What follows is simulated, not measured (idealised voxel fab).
Proc. module: voxel transistor to metal
It is cross-section cut that appears here, measuring 190 nm in width, its square cells being 5 nm in size.
Cross-section, as written here: a square-cell grid given band by band from the top down, where a band holds one or more rows of cells. Band entry format. Leading values: height of top, height of bottom, nm. Remainder: materials in left-to-right order, each with its width in nm. Special words: "full width" on a single material, which then fills the band edge to edge; "empty", empty space. Where do heights start? At 0: under that level the wafer as delivered is made of one material only. And the lowest band has no floor; it just carries on downward, as in "0..down". Read "30->40" as a graded width: first number on top, second number at the bottom, same change between each pair of neighbouring rows. Reading "no change occurred" for a step: not a cell of the cross-section changed in it. "Enclosed void entries": sealed empty spaces, 8 cells or more, no open way to top, listed width x height at distance, with distance from the left edge and width, height and distance in nm. Past the settings on a step's line: simulator remark, on that step. When a step includes a mask, the "overlay nm" setting on its line states how far to the right of its planned place that mask lay, and negative values state how far to the left.

## This section lists the process steps that were planned
1: RECEIVE (material Si)
2: OXIDIZE (depth nm 5)
3: CONFORMAL_DEP (material SiN; thk nm 10)
4: MASKED_ETCH (tone cover; mask id ACTIVE; width nm 125; etch materials SiN; depth nm 10; overlay nm 0)
5: MASKED_ETCH (tone cover; mask id ACTIVE; width nm 125; etch materials SiO2; depth nm 5; overlay nm 0)
6: MASKED_ETCH (tone cover; mask id ACTIVE; width nm 125; etch materials Si; depth nm 20; overlay nm 0)
7: OXIDIZE (depth nm 5)
8: FILL_DEP (material SiO2; thk nm 5)
9: CMP (height nm 10)
10: SELECTIVE_ETCH (etch materials SiO2; depth nm 5)
11: STRIP (etch materials SiN)
12: SELECTIVE_ETCH (etch materials SiO2; depth nm 5)
13: OXIDIZE (depth nm 5)
14: DIRECTIONAL_DEP (material polySi; thk nm 30)
15: DIRECTIONAL_DEP (material SiCN; thk nm 10)
16: MASKED_ETCH (tone cover; mask id GATE; width nm 35; etch materials SiCN; depth nm 20; overlay nm 0)
17: MASKED_ETCH (tone cover; mask id GATE; width nm 35; etch materials polySi; depth nm 40; overlay nm 0)
18: CONFORMAL_DEP (material SiN; thk nm 5)
19: DIRECTIONAL_ETCH (etch materials SiN; depth nm 5)
20: DIRECTIONAL_ETCH (etch materials SiO2; depth nm 5)
21: EPI (material pSi; thk nm 5)
22: FILL_DEP (material SiO2; thk nm 10)
23: CMP (height nm 25)
24: STRIP (etch materials polySi)
25: SELECTIVE_ETCH (etch materials SiO2; depth nm 5)
26: CONFORMAL_DEP (material HfO2; thk nm 5)
27: CONFORMAL_DEP (material TiN; thk nm 5)
28: FILL_DEP (material W; thk nm 5)
29: CMP (height nm 20)
30: DIRECTIONAL_DEP (material SiO2; thk nm 10)
31: MASKED_ETCH (tone open; mask id CONTACT; width nm 20; pitch nm 85; etch materials SiO2; depth nm 35; overlay nm 0)
32: CONFORMAL_DEP (material TiN; thk nm 5)
33: FILL_DEP (material Ru; thk nm 5)
34: CMP (height nm 30)
35: CONFORMAL_DEP (material SiCN; thk nm 5)
36: DIRECTIONAL_DEP (material SiO2; thk nm 25)
37: PATTERN (tone open; mask id METAL_1; material resist; width nm 20; pitch nm 85; thk nm 15; overlay nm 0)
38: DIRECTIONAL_ETCH (etch materials SiO2; depth nm 25)
39: DIRECTIONAL_ETCH (etch materials SiCN; depth nm 5)
40: STRIP (etch materials resist)
41: CONFORMAL_DEP (material TiN; thk nm 5)
42: FILL_DEP (material Cu; thk nm 5)
43: CMP (height nm 60)
44: EPI (material Ru; thk nm 5)
45: FILL_DEP (material SiCN; thk nm 5)
46: DIRECTIONAL_DEP (material lowk; thk nm 30)
47: PATTERN (tone open; mask id METAL_2_HOLES; material resist; width nm 15; pitch nm 85; thk nm 15; overlay nm 0)
48: DIRECTIONAL_ETCH (etch materials lowk; depth nm 30)
49: STRIP (etch materials resist)
50: PATTERN (tone open; mask id METAL_2; material resist; width nm 20; pitch nm 85; thk nm 15; overlay nm 0)
51: DIRECTIONAL_ETCH (etch materials lowk; depth nm 20)
52: DIRECTIONAL_ETCH (etch materials SiCN; depth nm 5)
53: STRIP (etch materials resist)
54: CONFORMAL_DEP (material TiN; thk nm 5)
55: FILL_DEP (material Cu; thk nm 5)
56: CMP (height nm 100)
57: CONFORMAL_DEP (material SiN; thk nm 5)

## Account of the first of two wafers, which was processed as intended

## as received, after step 1
  0..down = Si full width
  Enclosed void entries: none

## You're looking at a cross-section of the wafer after step 2
  0..-5 = SiO2 full width
  Below -5, the layers are the same as they were.

## You're looking at a cross-section of the wafer after step 3
  10..0 = SiN full width
  Below 0, the layers are the same as they were.

## You're looking at a cross-section of the wafer after step 4
  10..0 = empty: 30  SiN: 125  empty: 35
  Below 0, the layers are the same as they were.

## You're looking at a cross-section of the wafer after step 5
  10..0 = empty: 30  SiN: 125  empty: 35
  0..-5 = empty: 30  SiO2: 125  empty: 35
  Below -5, the layers are the same as they were.

## You're looking at a cross-section of the wafer after step 6
  10..0 = empty: 30  SiN: 125  empty: 35
  0..-5 = empty: 30  SiO2: 125  empty: 35
  -5..-25 = empty: 30  Si: 125  empty: 35
  Below -25, the layers are the same as they were.

## You're looking at a cross-section of the wafer after step 7
  10..0 = empty: 30  SiN: 125  empty: 35
  0..-5 = empty: 30  SiO2: 125  empty: 35
  -5..-25 = empty: 30  SiO2: 5  Si: 115  SiO2: 5  empty: 35
  -25..-30 = SiO2: 35  Si: 115  SiO2: 40
  Below -30, the layers are the same as they were.

## You're looking at a cross-section of the wafer after step 8
  15..10 = SiO2 full width
  10..0 = SiO2: 30  SiN: 125  SiO2: 35
  0..-5 = SiO2 full width
  -5..-30 = SiO2: 35  Si: 115  SiO2: 40
  Below -30, the layers are the same as they were.

## You're looking at a cross-section of the wafer after step 9
  10..0 = SiO2: 30  SiN: 125  SiO2: 35
  Below 0, the layers are the same as they were.

## You're looking at a cross-section of the wafer after step 10
  10..5 = empty: 30  SiN: 125  empty: 35
  Below 5, the layers are the same as they were.

## You're looking at a cross-section of the wafer after step 11
  5..0 = SiO2: 30  empty: 125  SiO2: 35
  Below 0, the layers are the same as they were.

## You're looking at a cross-section of the wafer after step 12
  0..-5 = SiO2: 25  empty: 135  SiO2: 30
  Below -5, the layers are the same as they were.

## You're looking at a cross-section of the wafer after step 13
  0..-5 = SiO2: 25  empty: 135  SiO2: 30
  -5..-10 = SiO2 full width
  Below -10, the layers are the same as they were.

## You're looking at a cross-section of the wafer after step 14
  30..25 = polySi: 25  empty: 135  polySi: 30
  25..0 = polySi full width
  0..-5 = SiO2: 25  polySi: 135  SiO2: 30
  Below -5, the layers are the same as they were.

## You're looking at a cross-section of the wafer after step 15
  40..35 = SiCN: 25  empty: 135  SiCN: 30
  35..30 = SiCN full width
  30..25 = polySi: 25  SiCN: 135  polySi: 30
  Below 25, the layers are the same as they were.

## You're looking at a cross-section of the wafer after step 16
  35..30 = empty: 75  SiCN: 35  empty: 80
  30..25 = polySi: 25  empty: 50  SiCN: 35  empty: 50  polySi: 30
  Below 25, the layers are the same as they were.

## You're looking at a cross-section of the wafer after step 17
  35..25 = empty: 75  SiCN: 35  empty: 80
  25..0 = empty: 75  polySi: 35  empty: 80
  0..-5 = SiO2: 25  empty: 50  polySi: 35  empty: 50  SiO2: 30
  Below -5, the layers are the same as they were.

## You're looking at a cross-section of the wafer after step 18
  40..35 = empty: 70  SiN: 45  empty: 75
  35..25 = empty: 70  SiN: 5  SiCN: 35  SiN: 5  empty: 75
  25..5 = empty: 70  SiN: 5  polySi: 35  SiN: 5  empty: 75
  5..0 = SiN: 30  empty: 40  SiN: 5  polySi: 35  SiN: 5  empty: 40  SiN: 35
  0..-5 = SiO2: 25  SiN: 50  polySi: 35  SiN: 50  SiO2: 30
  Below -5, the layers are the same as they were.

## You're looking at a cross-section of the wafer after step 19
  35..25 = empty: 70  SiN: 5  SiCN: 35  SiN: 5  empty: 75
  25..0 = empty: 70  SiN: 5  polySi: 35  SiN: 5  empty: 75
  0..-5 = SiO2: 25  SiN: 5  empty: 40  SiN: 5  polySi: 35  SiN: 5  empty: 40  SiN: 5  SiO2: 30
  Below -5, the layers are the same as they were.

## You're looking at a cross-section of the wafer after step 20
  35..25 = empty: 70  SiN: 5  SiCN: 35  SiN: 5  empty: 75
  25..0 = empty: 70  SiN: 5  polySi: 35  SiN: 5  empty: 75
  0..-5 = empty: 25  SiN: 5  empty: 40  SiN: 5  polySi: 35  SiN: 5  empty: 40  SiN: 5  empty: 30
  -5..-10 = SiO2: 30  empty: 40  SiO2: 45  empty: 40  SiO2: 35
  Below -10, the layers are the same as they were.

## You're looking at a cross-section of the wafer after step 21
  35..25 = empty: 70  SiN: 5  SiCN: 35  SiN: 5  empty: 75
  25..0 = empty: 70  SiN: 5  polySi: 35  SiN: 5  empty: 75
  0..-5 = empty: 25  SiN: 5  empty: 40  SiN: 5  polySi: 35  SiN: 5  empty: 40  SiN: 5  empty: 30
  -5..-10 = SiO2: 30  pSi: 40  SiO2: 45  pSi: 40  SiO2: 35
  Below -10, the layers are the same as they were.

## You're looking at a cross-section of the wafer after step 22
  45..35 = SiO2 full width
  35..25 = SiO2: 70  SiN: 5  SiCN: 35  SiN: 5  SiO2: 75
  25..0 = SiO2: 70  SiN: 5  polySi: 35  SiN: 5  SiO2: 75
  0..-5 = SiO2: 25  SiN: 5  SiO2: 40  SiN: 5  polySi: 35  SiN: 5  SiO2: 40  SiN: 5  SiO2: 30
  Below -5, the layers are the same as they were.

## You're looking at a cross-section of the wafer after step 23
  25..0 = SiO2: 70  SiN: 5  polySi: 35  SiN: 5  SiO2: 75
  Below 0, the layers are the same as they were.

## You're looking at a cross-section of the wafer after step 24
  25..0 = SiO2: 70  SiN: 5  empty: 35  SiN: 5  SiO2: 75
  0..-5 = SiO2: 25  SiN: 5  SiO2: 40  SiN: 5  empty: 35  SiN: 5  SiO2: 40  SiN: 5  SiO2: 30
  Below -5, the layers are the same as they were.

## You're looking at a cross-section of the wafer after step 25
  25..20 = empty: 70  SiN: 5  empty: 35  SiN: 5  empty: 75
  20..0 = SiO2: 70  SiN: 5  empty: 35  SiN: 5  SiO2: 75
  0..-5 = SiO2: 25  SiN: 5  SiO2: 40  SiN: 5  empty: 35  SiN: 5  SiO2: 40  SiN: 5  SiO2: 30
  -5..-10 = SiO2: 30  pSi: 40  empty: 45  pSi: 40  SiO2: 35
  Below -10, the layers are the same as they were.

## You're looking at a cross-section of the wafer after step 26
  30..25 = empty: 65  HfO2: 15  empty: 25  HfO2: 15  empty: 70
  25..20 = HfO2: 70  SiN: 5  HfO2: 5  empty: 25  HfO2: 5  SiN: 5  HfO2: 75
  20..0 = SiO2: 70  SiN: 5  HfO2: 5  empty: 25  HfO2: 5  SiN: 5  SiO2: 75
  0..-5 = SiO2: 25  SiN: 5  SiO2: 40  SiN: 5  HfO2: 5  empty: 25  HfO2: 5  SiN: 5  SiO2: 40  SiN: 5  SiO2: 30
  -5..-10 = SiO2: 30  pSi: 40  HfO2: 45  pSi: 40  SiO2: 35
  Below -10, the layers are the same as they were.

## You're looking at a cross-section of the wafer after step 27
  35..30 = empty: 60  TiN: 25  empty: 15  TiN: 25  empty: 65
  30..25 = TiN: 65  HfO2: 15  TiN: 5  empty: 15  TiN: 5  HfO2: 15  TiN: 70
  25..20 = HfO2: 70  SiN: 5  HfO2: 5  TiN: 5  empty: 15  TiN: 5  HfO2: 5  SiN: 5  HfO2: 75
  20..0 = SiO2: 70  SiN: 5  HfO2: 5  TiN: 5  empty: 15  TiN: 5  HfO2: 5  SiN: 5  SiO2: 75
  0..-5 = SiO2: 25  SiN: 5  SiO2: 40  SiN: 5  HfO2: 5  TiN: 25  HfO2: 5  SiN: 5  SiO2: 40  SiN: 5  SiO2: 30
  Below -5, the layers are the same as they were.

## You're looking at a cross-section of the wafer after step 28
  40..35 = W full width
  35..30 = W: 60  TiN: 25  W: 15  TiN: 25  W: 65
  30..25 = TiN: 65  HfO2: 15  TiN: 5  W: 15  TiN: 5  HfO2: 15  TiN: 70
  25..20 = HfO2: 70  SiN: 5  HfO2: 5  TiN: 5  W: 15  TiN: 5  HfO2: 5  SiN: 5  HfO2: 75
  20..0 = SiO2: 70  SiN: 5  HfO2: 5  TiN: 5  W: 15  TiN: 5  HfO2: 5  SiN: 5  SiO2: 75
  Below 0, the layers are the same as they were.

## You're looking at a cross-section of the wafer after step 29
  20..0 = SiO2: 70  SiN: 5  HfO2: 5  TiN: 5  W: 15  TiN: 5  HfO2: 5  SiN: 5  SiO2: 75
  Below 0, the layers are the same as they were.

## You're looking at a cross-section of the wafer after step 30
  30..20 = SiO2 full width
  Below 20, the layers are the same as they were.

## You're looking at a cross-section of the wafer after step 31
  30..20 = SiO2: 40  empty: 20  SiO2: 65  empty: 20  SiO2: 45
  20..0 = SiO2: 40  empty: 20  SiO2: 10  SiN: 5  HfO2: 5  TiN: 5  W: 15  TiN: 5  HfO2: 5  SiN: 5  SiO2: 10  empty: 20  SiO2: 45
  0..-5 = SiO2: 25  SiN: 5  SiO2: 10  empty: 20  SiO2: 10  SiN: 5  HfO2: 5  TiN: 25  HfO2: 5  SiN: 5  SiO2: 10  empty: 20  SiO2: 10  SiN: 5  SiO2: 30
  Below -5, the layers are the same as they were.

## You're looking at a cross-section of the wafer after step 32
  35..30 = TiN: 45  empty: 10  TiN: 75  empty: 10  TiN: 50
  30..20 = SiO2: 40  TiN: 5  empty: 10  TiN: 5  SiO2: 65  TiN: 5  empty: 10  TiN: 5  SiO2: 45
  20..0 = SiO2: 40  TiN: 5  empty: 10  TiN: 5  SiO2: 10  SiN: 5  HfO2: 5  TiN: 5  W: 15  TiN: 5  HfO2: 5  SiN: 5  SiO2: 10  TiN: 5  empty: 10  TiN: 5  SiO2: 45
  0..-5 = SiO2: 25  SiN: 5  SiO2: 10  TiN: 20  SiO2: 10  SiN: 5  HfO2: 5  TiN: 25  HfO2: 5  SiN: 5  SiO2: 10  TiN: 20  SiO2: 10  SiN: 5  SiO2: 30
  Below -5, the layers are the same as they were.

## You're looking at a cross-section of the wafer after step 33
  40..35 = Ru full width
  35..30 = TiN: 45  Ru: 10  TiN: 75  Ru: 10  TiN: 50
  30..20 = SiO2: 40  TiN: 5  Ru: 10  TiN: 5  SiO2: 65  TiN: 5  Ru: 10  TiN: 5  SiO2: 45
  20..0 = SiO2: 40  TiN: 5  Ru: 10  TiN: 5  SiO2: 10  SiN: 5  HfO2: 5  TiN: 5  W: 15  TiN: 5  HfO2: 5  SiN: 5  SiO2: 10  TiN: 5  Ru: 10  TiN: 5  SiO2: 45
  Below 0, the layers are the same as they were.

## You're looking at a cross-section of the wafer after step 34
  30..20 = SiO2: 40  TiN: 5  Ru: 10  TiN: 5  SiO2: 65  TiN: 5  Ru: 10  TiN: 5  SiO2: 45
  Below 20, the layers are the same as they were.

## You're looking at a cross-section of the wafer after step 35
  35..30 = SiCN full width
  Below 30, the layers are the same as they were.

## You're looking at a cross-section of the wafer after step 36
  60..35 = SiO2 full width
  Below 35, the layers are the same as they were.

## You're looking at a cross-section of the wafer after step 37
  75..60 = resist: 40  empty: 20  resist: 65  empty: 20  resist: 45
  Below 60, the layers are the same as they were.

## You're looking at a cross-section of the wafer after step 38
  75..60 = resist: 40  empty: 20  resist: 65  empty: 20  resist: 45
  60..35 = SiO2: 40  empty: 20  SiO2: 65  empty: 20  SiO2: 45
  Below 35, the layers are the same as they were.

## You're looking at a cross-section of the wafer after step 39
  75..60 = resist: 40  empty: 20  resist: 65  empty: 20  resist: 45
  60..35 = SiO2: 40  empty: 20  SiO2: 65  empty: 20  SiO2: 45
  35..30 = SiCN: 40  empty: 20  SiCN: 65  empty: 20  SiCN: 45
  Below 30, the layers are the same as they were.

## You're looking at a cross-section of the wafer after step 40
  60..35 = SiO2: 40  empty: 20  SiO2: 65  empty: 20  SiO2: 45
  Below 35, the layers are the same as they were.

## You're looking at a cross-section of the wafer after step 41
  65..60 = TiN: 45  empty: 10  TiN: 75  empty: 10  TiN: 50
  60..35 = SiO2: 40  TiN: 5  empty: 10  TiN: 5  SiO2: 65  TiN: 5  empty: 10  TiN: 5  SiO2: 45
  35..30 = SiCN: 40  TiN: 20  SiCN: 65  TiN: 20  SiCN: 45
  Below 30, the layers are the same as they were.

## You're looking at a cross-section of the wafer after step 42
  70..65 = Cu full width
  65..60 = TiN: 45  Cu: 10  TiN: 75  Cu: 10  TiN: 50
  60..35 = SiO2: 40  TiN: 5  Cu: 10  TiN: 5  SiO2: 65  TiN: 5  Cu: 10  TiN: 5  SiO2: 45
  Below 35, the layers are the same as they were.

## You're looking at a cross-section of the wafer after step 43
  60..35 = SiO2: 40  TiN: 5  Cu: 10  TiN: 5  SiO2: 65  TiN: 5  Cu: 10  TiN: 5  SiO2: 45
  Below 35, the layers are the same as they were.

## You're looking at a cross-section of the wafer after step 44
  65..60 = empty: 35  Ru: 30  empty: 55  Ru: 30  empty: 40
  Below 60, the layers are the same as they were.

## You're looking at a cross-section of the wafer after step 45
  70..65 = SiCN full width
  65..60 = SiCN: 35  Ru: 30  SiCN: 55  Ru: 30  SiCN: 40
  Below 60, the layers are the same as they were.

## You're looking at a cross-section of the wafer after step 46
  100..70 = lowk full width
  Below 70, the layers are the same as they were.

## You're looking at a cross-section of the wafer after step 47
  115..100 = resist: 40  empty: 15  resist: 70  empty: 15  resist: 50
  Below 100, the layers are the same as they were.

## You're looking at a cross-section of the wafer after step 48
  115..100 = resist: 40  empty: 15  resist: 70  empty: 15  resist: 50
  100..70 = lowk: 40  empty: 15  lowk: 70  empty: 15  lowk: 50
  Below 70, the layers are the same as they were.

## You're looking at a cross-section of the wafer after step 49
  100..70 = lowk: 40  empty: 15  lowk: 70  empty: 15  lowk: 50
  Below 70, the layers are the same as they were.

## You're looking at a cross-section of the wafer after step 50
  115..100 = resist: 40  empty: 20  resist: 65  empty: 20  resist: 45
  Below 100, the layers are the same as they were.

## You're looking at a cross-section of the wafer after step 51
  115..100 = resist: 40  empty: 20  resist: 65  empty: 20  resist: 45
  100..80 = lowk: 40  empty: 20  lowk: 65  empty: 20  lowk: 45
  Below 80, the layers are the same as they were.

## You're looking at a cross-section of the wafer after step 52
  115..100 = resist: 40  empty: 20  resist: 65  empty: 20  resist: 45
  100..80 = lowk: 40  empty: 20  lowk: 65  empty: 20  lowk: 45
  80..70 = lowk: 40  empty: 15  lowk: 70  empty: 15  lowk: 50
  70..65 = SiCN: 40  empty: 15  SiCN: 70  empty: 15  SiCN: 50
  Below 65, the layers are the same as they were.

## You're looking at a cross-section of the wafer after step 53
  100..80 = lowk: 40  empty: 20  lowk: 65  empty: 20  lowk: 45
  Below 80, the layers are the same as they were.

## You're looking at a cross-section of the wafer after step 54
  105..100 = TiN: 45  empty: 10  TiN: 75  empty: 10  TiN: 50
  100..85 = lowk: 40  TiN: 5  empty: 10  TiN: 5  lowk: 65  TiN: 5  empty: 10  TiN: 5  lowk: 45
  85..80 = lowk: 40  TiN: 5  empty: 5  TiN: 10  lowk: 65  TiN: 5  empty: 5  TiN: 10  lowk: 45
  80..70 = lowk: 40  TiN: 5  empty: 5  TiN: 5  lowk: 70  TiN: 5  empty: 5  TiN: 5  lowk: 50
  70..65 = SiCN: 40  TiN: 15  SiCN: 70  TiN: 15  SiCN: 50
  Below 65, the layers are the same as they were.

## You're looking at a cross-section of the wafer after step 55
  110..105 = Cu full width
  105..100 = TiN: 45  Cu: 10  TiN: 75  Cu: 10  TiN: 50
  100..85 = lowk: 40  TiN: 5  Cu: 10  TiN: 5  lowk: 65  TiN: 5  Cu: 10  TiN: 5  lowk: 45
  85..80 = lowk: 40  TiN: 5  Cu: 5  TiN: 10  lowk: 65  TiN: 5  Cu: 5  TiN: 10  lowk: 45
  80..70 = lowk: 40  TiN: 5  Cu: 5  TiN: 5  lowk: 70  TiN: 5  Cu: 5  TiN: 5  lowk: 50
  Below 70, the layers are the same as they were.

## You're looking at a cross-section of the wafer after step 56
  100..85 = lowk: 40  TiN: 5  Cu: 10  TiN: 5  lowk: 65  TiN: 5  Cu: 10  TiN: 5  lowk: 45
  Below 85, the layers are the same as they were.

## You're looking at a cross-section of the wafer after step 57
  105..100 = SiN full width
  Below 100, the layers are the same as they were.

## Wafer two of two - same starting point, same process plan, one mistake in execution; matches wafer one up to and including step 13

## Second wafer, section view, time point: scheduled end of step 14
  30..25 = SiCN: 25  empty: 135  SiCN: 30
  25..0 = SiCN full width
  0..-5 = SiO2: 25  SiCN: 135  SiO2: 30
  Below -5, the layers are the same as they were.

## Second wafer, section view, time point: scheduled end of step 15
  40..35 = SiCN: 25  empty: 135  SiCN: 30
  35..0 = SiCN full width
  Below 0, the layers are the same as they were.

## Second wafer, section view, time point: scheduled end of step 16
  35..20 = empty: 75  SiCN: 35  empty: 80
  20..15 = SiCN: 25  empty: 50  SiCN: 35  empty: 50  SiCN: 30
  Below 15, the layers are the same as they were.

Second wafer, section view, time point: scheduled end of step 17: no change occurred

## Second wafer, section view, time point: scheduled end of step 18
  40..35 = empty: 70  SiN: 45  empty: 75
  35..25 = empty: 70  SiN: 5  SiCN: 35  SiN: 5  empty: 75
  25..20 = SiN: 30  empty: 40  SiN: 5  SiCN: 35  SiN: 5  empty: 40  SiN: 35
  20..15 = SiCN: 25  SiN: 50  SiCN: 35  SiN: 50  SiCN: 30
  Below 15, the layers are the same as they were.

## Second wafer, section view, time point: scheduled end of step 19
  35..20 = empty: 70  SiN: 5  SiCN: 35  SiN: 5  empty: 75
  20..15 = SiCN: 25  SiN: 5  empty: 40  SiN: 5  SiCN: 35  SiN: 5  empty: 40  SiN: 5  SiCN: 30
  Below 15, the layers are the same as they were.

Second wafer, section view, time point: scheduled end of step 20: no change occurred

Second wafer, section view, time point: scheduled end of step 21: no change occurred

## Second wafer, section view, time point: scheduled end of step 22
  45..35 = SiO2 full width
  35..20 = SiO2: 70  SiN: 5  SiCN: 35  SiN: 5  SiO2: 75
  20..15 = SiCN: 25  SiN: 5  SiO2: 40  SiN: 5  SiCN: 35  SiN: 5  SiO2: 40  SiN: 5  SiCN: 30
  Below 15, the layers are the same as they were.

## Second wafer, section view, time point: scheduled end of step 23
  25..20 = SiO2: 70  SiN: 5  SiCN: 35  SiN: 5  SiO2: 75
  Below 20, the layers are the same as they were.

Second wafer, section view, time point: scheduled end of step 24: no change occurred

## Second wafer, section view, time point: scheduled end of step 25
  25..20 = empty: 70  SiN: 5  SiCN: 35  SiN: 5  empty: 75
  Below 20, the layers are the same as they were.

## Second wafer, section view, time point: scheduled end of step 26
  30..25 = empty: 65  HfO2: 55  empty: 70
  25..20 = HfO2: 70  SiN: 5  SiCN: 35  SiN: 5  HfO2: 75
  Below 20, the layers are the same as they were.

## Second wafer, section view, time point: scheduled end of step 27
  35..30 = empty: 60  TiN: 65  empty: 65
  30..25 = TiN: 65  HfO2: 55  TiN: 70
  Below 25, the layers are the same as they were.

## Second wafer, section view, time point: scheduled end of step 28
  40..35 = W full width
  35..30 = W: 60  TiN: 65  W: 65
  Below 30, the layers are the same as they were.

## Second wafer, section view, time point: scheduled end of step 29
  20..15 = SiCN: 25  SiN: 5  SiO2: 40  SiN: 5  SiCN: 35  SiN: 5  SiO2: 40  SiN: 5  SiCN: 30
  Below 15, the layers are the same as they were.

## Second wafer, section view, time point: scheduled end of step 30
  30..20 = SiO2 full width
  Below 20, the layers are the same as they were.

## Second wafer, section view, time point: scheduled end of step 31
  30..20 = SiO2: 40  empty: 20  SiO2: 65  empty: 20  SiO2: 45
  20..15 = SiCN: 25  SiN: 5  SiO2: 10  empty: 20  SiO2: 10  SiN: 5  SiCN: 35  SiN: 5  SiO2: 10  empty: 20  SiO2: 10  SiN: 5  SiCN: 30
  Below 15, the layers are the same as they were.

## Second wafer, section view, time point: scheduled end of step 32
  35..30 = TiN: 45  empty: 10  TiN: 75  empty: 10  TiN: 50
  30..20 = SiO2: 40  TiN: 5  empty: 10  TiN: 5  SiO2: 65  TiN: 5  empty: 10  TiN: 5  SiO2: 45
  20..15 = SiCN: 25  SiN: 5  SiO2: 10  TiN: 20  SiO2: 10  SiN: 5  SiCN: 35  SiN: 5  SiO2: 10  TiN: 20  SiO2: 10  SiN: 5  SiCN: 30
  Below 15, the layers are the same as they were.

## Second wafer, section view, time point: scheduled end of step 33
  40..35 = Ru full width
  35..30 = TiN: 45  Ru: 10  TiN: 75  Ru: 10  TiN: 50
  30..20 = SiO2: 40  TiN: 5  Ru: 10  TiN: 5  SiO2: 65  TiN: 5  Ru: 10  TiN: 5  SiO2: 45
  Below 20, the layers are the same as they were.

## Second wafer, section view, time point: scheduled end of step 34
  30..20 = SiO2: 40  TiN: 5  Ru: 10  TiN: 5  SiO2: 65  TiN: 5  Ru: 10  TiN: 5  SiO2: 45
  Below 20, the layers are the same as they were.

## Second wafer, section view, time point: scheduled end of step 35
  35..30 = SiCN full width
  Below 30, the layers are the same as they were.

## Second wafer, section view, time point: scheduled end of step 36
  60..35 = SiO2 full width
  Below 35, the layers are the same as they were.

## Second wafer, section view, time point: scheduled end of step 37
  75..60 = resist: 40  empty: 20  resist: 65  empty: 20  resist: 45
  Below 60, the layers are the same as they were.

## Second wafer, section view, time point: scheduled end of step 38
  75..60 = resist: 40  empty: 20  resist: 65  empty: 20  resist: 45
  60..35 = SiO2: 40  empty: 20  SiO2: 65  empty: 20  SiO2: 45
  Below 35, the layers are the same as they were.

## Second wafer, section view, time point: scheduled end of step 39
  75..60 = resist: 40  empty: 20  resist: 65  empty: 20  resist: 45
  60..35 = SiO2: 40  empty: 20  SiO2: 65  empty: 20  SiO2: 45
  35..30 = SiCN: 40  empty: 20  SiCN: 65  empty: 20  SiCN: 45
  Below 30, the layers are the same as they were.

## Second wafer, section view, time point: scheduled end of step 40
  60..35 = SiO2: 40  empty: 20  SiO2: 65  empty: 20  SiO2: 45
  Below 35, the layers are the same as they were.

## Second wafer, section view, time point: scheduled end of step 41
  65..60 = TiN: 45  empty: 10  TiN: 75  empty: 10  TiN: 50
  60..35 = SiO2: 40  TiN: 5  empty: 10  TiN: 5  SiO2: 65  TiN: 5  empty: 10  TiN: 5  SiO2: 45
  35..30 = SiCN: 40  TiN: 20  SiCN: 65  TiN: 20  SiCN: 45
  Below 30, the layers are the same as they were.

## Second wafer, section view, time point: scheduled end of step 42
  70..65 = Cu full width
  65..60 = TiN: 45  Cu: 10  TiN: 75  Cu: 10  TiN: 50
  60..35 = SiO2: 40  TiN: 5  Cu: 10  TiN: 5  SiO2: 65  TiN: 5  Cu: 10  TiN: 5  SiO2: 45
  Below 35, the layers are the same as they were.

## Second wafer, section view, time point: scheduled end of step 43
  60..35 = SiO2: 40  TiN: 5  Cu: 10  TiN: 5  SiO2: 65  TiN: 5  Cu: 10  TiN: 5  SiO2: 45
  Below 35, the layers are the same as they were.

## Second wafer, section view, time point: scheduled end of step 44
  65..60 = empty: 35  Ru: 30  empty: 55  Ru: 30  empty: 40
  Below 60, the layers are the same as they were.

## Second wafer, section view, time point: scheduled end of step 45
  70..65 = SiCN full width
  65..60 = SiCN: 35  Ru: 30  SiCN: 55  Ru: 30  SiCN: 40
  Below 60, the layers are the same as they were.

## Second wafer, section view, time point: scheduled end of step 46
  100..70 = lowk full width
  Below 70, the layers are the same as they were.

## Second wafer, section view, time point: scheduled end of step 47
  115..100 = resist: 40  empty: 15  resist: 70  empty: 15  resist: 50
  Below 100, the layers are the same as they were.

## Second wafer, section view, time point: scheduled end of step 48
  115..100 = resist: 40  empty: 15  resist: 70  empty: 15  resist: 50
  100..70 = lowk: 40  empty: 15  lowk: 70  empty: 15  lowk: 50
  Below 70, the layers are the same as they were.

## Second wafer, section view, time point: scheduled end of step 49
  100..70 = lowk: 40  empty: 15  lowk: 70  empty: 15  lowk: 50
  Below 70, the layers are the same as they were.

## Second wafer, section view, time point: scheduled end of step 50
  115..100 = resist: 40  empty: 20  resist: 65  empty: 20  resist: 45
  Below 100, the layers are the same as they were.

## Second wafer, section view, time point: scheduled end of step 51
  115..100 = resist: 40  empty: 20  resist: 65  empty: 20  resist: 45
  100..80 = lowk: 40  empty: 20  lowk: 65  empty: 20  lowk: 45
  Below 80, the layers are the same as they were.

## Second wafer, section view, time point: scheduled end of step 52
  115..100 = resist: 40  empty: 20  resist: 65  empty: 20  resist: 45
  100..80 = lowk: 40  empty: 20  lowk: 65  empty: 20  lowk: 45
  80..70 = lowk: 40  empty: 15  lowk: 70  empty: 15  lowk: 50
  70..65 = SiCN: 40  empty: 15  SiCN: 70  empty: 15  SiCN: 50
  Below 65, the layers are the same as they were.

## Second wafer, section view, time point: scheduled end of step 53
  100..80 = lowk: 40  empty: 20  lowk: 65  empty: 20  lowk: 45
  Below 80, the layers are the same as they were.

## Second wafer, section view, time point: scheduled end of step 54
  105..100 = TiN: 45  empty: 10  TiN: 75  empty: 10  TiN: 50
  100..85 = lowk: 40  TiN: 5  empty: 10  TiN: 5  lowk: 65  TiN: 5  empty: 10  TiN: 5  lowk: 45
  85..80 = lowk: 40  TiN: 5  empty: 5  TiN: 10  lowk: 65  TiN: 5  empty: 5  TiN: 10  lowk: 45
  80..70 = lowk: 40  TiN: 5  empty: 5  TiN: 5  lowk: 70  TiN: 5  empty: 5  TiN: 5  lowk: 50
  70..65 = SiCN: 40  TiN: 15  SiCN: 70  TiN: 15  SiCN: 50
  Below 65, the layers are the same as they were.

## Second wafer, section view, time point: scheduled end of step 55
  110..105 = Cu full width
  105..100 = TiN: 45  Cu: 10  TiN: 75  Cu: 10  TiN: 50
  100..85 = lowk: 40  TiN: 5  Cu: 10  TiN: 5  lowk: 65  TiN: 5  Cu: 10  TiN: 5  lowk: 45
  85..80 = lowk: 40  TiN: 5  Cu: 5  TiN: 10  lowk: 65  TiN: 5  Cu: 5  TiN: 10  lowk: 45
  80..70 = lowk: 40  TiN: 5  Cu: 5  TiN: 5  lowk: 70  TiN: 5  Cu: 5  TiN: 5  lowk: 50
  Below 70, the layers are the same as they were.

## Second wafer, section view, time point: scheduled end of step 56
  100..85 = lowk: 40  TiN: 5  Cu: 10  TiN: 5  lowk: 65  TiN: 5  Cu: 10  TiN: 5  lowk: 45
  Below 85, the layers are the same as they were.

## Second wafer, section view, time point: scheduled end of step 57
  105..100 = SiN full width
  Below 100, the layers are the same as they were.
Run error: heads up, step 14 didn't go per plan, it actually ran as DIRECTIONAL_DEP (material SiCN; thk nm 30)
Bottom line after processing is that, in cells, the second wafer is up or down on some materials versus the first: HfO2 -19, Ru -16, SiCN +159, SiN -8, SiO2 -59, TiN -29, W -12, pSi -16
